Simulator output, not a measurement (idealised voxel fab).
process module | voxel gate over fins
cross-section cut | 235 nm wide | cells 5 nm
A cross-section is a grid of square cells, given in bands from the top down. A band is one or more rows of cells.
Each band's line starts with the height of the band's top and of its bottom, in nm. Then come its materials from left to right, each with its width in nm. One material with "throughout" fills the band from edge to edge. "air" is empty space.
Height 0 is the level under which the wafer as received is all one material. The lowest band goes on downwards, as in "0 down".
A width such as "30 to 40" changes by the same amount from each row of cells to the next, from the band's top row to its bottom row.
"no change" after a step means that no cell of the cross-section changed.
closed voids: empty space of 8 cells or more with no open way to the top, each as width x height at its distance from the left edge, in nm
after a step's settings: what the simulator itself notes on the step
overlay nm, on a step with a mask: how far to the right of its planned place the mask lay; to the left if negative
plan
1 op RECEIVE | material Si
2 op CONFORMAL_DEP | material SiN | thk nm 5
3 op MASKED_ETCH | tone cover | mask id FINS | width nm 15 | pitch nm 55 | etch materials SiN | depth nm 5 | overlay nm 0
4 op MASKED_ETCH | tone cover | mask id FINS | width nm 15 | pitch nm 55 | etch materials Si | depth nm 40 | overlay nm 0
5 op OXIDIZE | depth nm 5
6 op FILL_DEP | material SiO2 | thk nm 5
7 op CMP | height nm 5
8 op MASKED_ETCH | tone open | mask id RAIL | width nm 15 | etch materials SiO2 | depth nm 40 | overlay nm 0
9 op CONFORMAL_DEP | material TiN | thk nm 5
10 op FILL_DEP | material W | thk nm 5
11 op CMP | height nm 5
12 op SELECTIVE_ETCH | etch materials W Ru TiN | depth nm 25
13 op FILL_DEP | material SiO2 | thk nm 5
14 op CMP | height nm 5
15 op SELECTIVE_ETCH | etch materials SiO2 | depth nm 15
16 op STRIP | etch materials SiN
17 op CONFORMAL_DEP | material HfO2 | thk nm 5
18 op CONFORMAL_DEP | material TiN | thk nm 5
19 op CONFORMAL_DEP | material TiAl | thk nm 5
20 op CONFORMAL_DEP | material TiN | thk nm 5
21 op FILL_DEP | material W | thk nm 10
22 op CMP | height nm 25
23 op CONFORMAL_DEP | material SiN | thk nm 10
as received, after step 1
  0 down: Si throughout
  closed voids: none
first wafer at the end, as planned
  35 to 25: SiN throughout
  25 to 20: W throughout
  20 to 15: W 40 | TiN 45 | W 10 | TiN 45 | W 10 | TiN 45 | W 40
  15 to 10: W 40 | TiN 5 | TiAl 35 | TiN 5 | W 10 | TiN 5 | TiAl 35 | TiN 5 | W 10 | TiN 5 | TiAl 35 | TiN 5 | W 40
  10 to 5: TiN 45 | TiAl 5 | TiN 25 | TiAl 5 | TiN 20 | TiAl 5 | TiN 25 | TiAl 5 | TiN 20 | TiAl 5 | TiN 25 | TiAl 5 | TiN 45
  5 to 0: TiAl 50 | TiN 5 | HfO2 15 | TiN 5 | TiAl 30 | TiN 5 | HfO2 15 | TiN 5 | TiAl 30 | TiN 5 | HfO2 15 | TiN 5 | TiAl 50
  0 to -5: TiN 55 | HfO2 5 | Si 5 | HfO2 5 | TiN 40 | HfO2 5 | Si 5 | HfO2 5 | TiN 40 | HfO2 5 | Si 5 | HfO2 5 | TiN 55
  -5 to -10: HfO2 60 | Si 5 | HfO2 50 | Si 5 | HfO2 50 | Si 5 | HfO2 60
  -10 to -20: SiO2 60 | Si 5 | SiO2 50 | Si 5 | SiO2 50 | Si 5 | SiO2 60
  -20 to -30: SiO2 60 | Si 5 | SiO2 15 | TiN 5 | W 5 | TiN 5 | SiO2 20 | Si 5 | SiO2 50 | Si 5 | SiO2 60
  -30 to -35: SiO2 60 | Si 5 | SiO2 15 | TiN 15 | SiO2 20 | Si 5 | SiO2 50 | Si 5 | SiO2 60
  -35 to -45: SiO2 60 | Si 5 | SiO2 50 | Si 5 | SiO2 50 | Si 5 | SiO2 60
  -45 down: Si throughout
  closed voids: none
second wafer at the end: like start, like plan, one mistake
  35 to 25: SiN throughout
  25 to 20: W throughout
  20 to 15: W 40 | TiN 45 | W 10 | TiN 45 | W 10 | TiN 45 | W 40
  15 to 10: W 40 | TiN 5 | TiAl 35 | TiN 5 | W 10 | TiN 5 | TiAl 35 | TiN 5 | W 10 | TiN 5 | TiAl 35 | TiN 5 | W 40
  10 to 5: TiN 45 | TiAl 5 | TiN 25 | TiAl 5 | TiN 20 | TiAl 5 | TiN 25 | TiAl 5 | TiN 20 | TiAl 5 | TiN 25 | TiAl 5 | TiN 45
  5 to 0: TiAl 50 | TiN 5 | SiN 15 | TiN 5 | TiAl 30 | TiN 5 | SiN 15 | TiN 5 | TiAl 30 | TiN 5 | SiN 15 | TiN 5 | TiAl 50
  0 to -5: TiN 55 | SiN 5 | Si 5 | SiN 5 | TiN 40 | SiN 5 | Si 5 | SiN 5 | TiN 40 | SiN 5 | Si 5 | SiN 5 | TiN 55
  -5 to -10: SiN 60 | Si 5 | SiN 50 | Si 5 | SiN 50 | Si 5 | SiN 60
  -10 to -20: SiO2 60 | Si 5 | SiO2 50 | Si 5 | SiO2 50 | Si 5 | SiO2 60
  -20 to -30: SiO2 60 | Si 5 | SiO2 15 | TiN 5 | W 5 | TiN 5 | SiO2 20 | Si 5 | SiO2 50 | Si 5 | SiO2 60
  -30 to -35: SiO2 60 | Si 5 | SiO2 15 | TiN 15 | SiO2 20 | Si 5 | SiO2 50 | Si 5 | SiO2 60
  -35 to -45: SiO2 60 | Si 5 | SiO2 50 | Si 5 | SiO2 50 | Si 5 | SiO2 60
  -45 down: Si throughout
  closed voids: none
what went wrong: step 17 ran as: op CONFORMAL_DEP | material SiN | thk nm 5
at the end the second wafer has, in cells: 59 fewer of HfO2 | 59 more of SiN
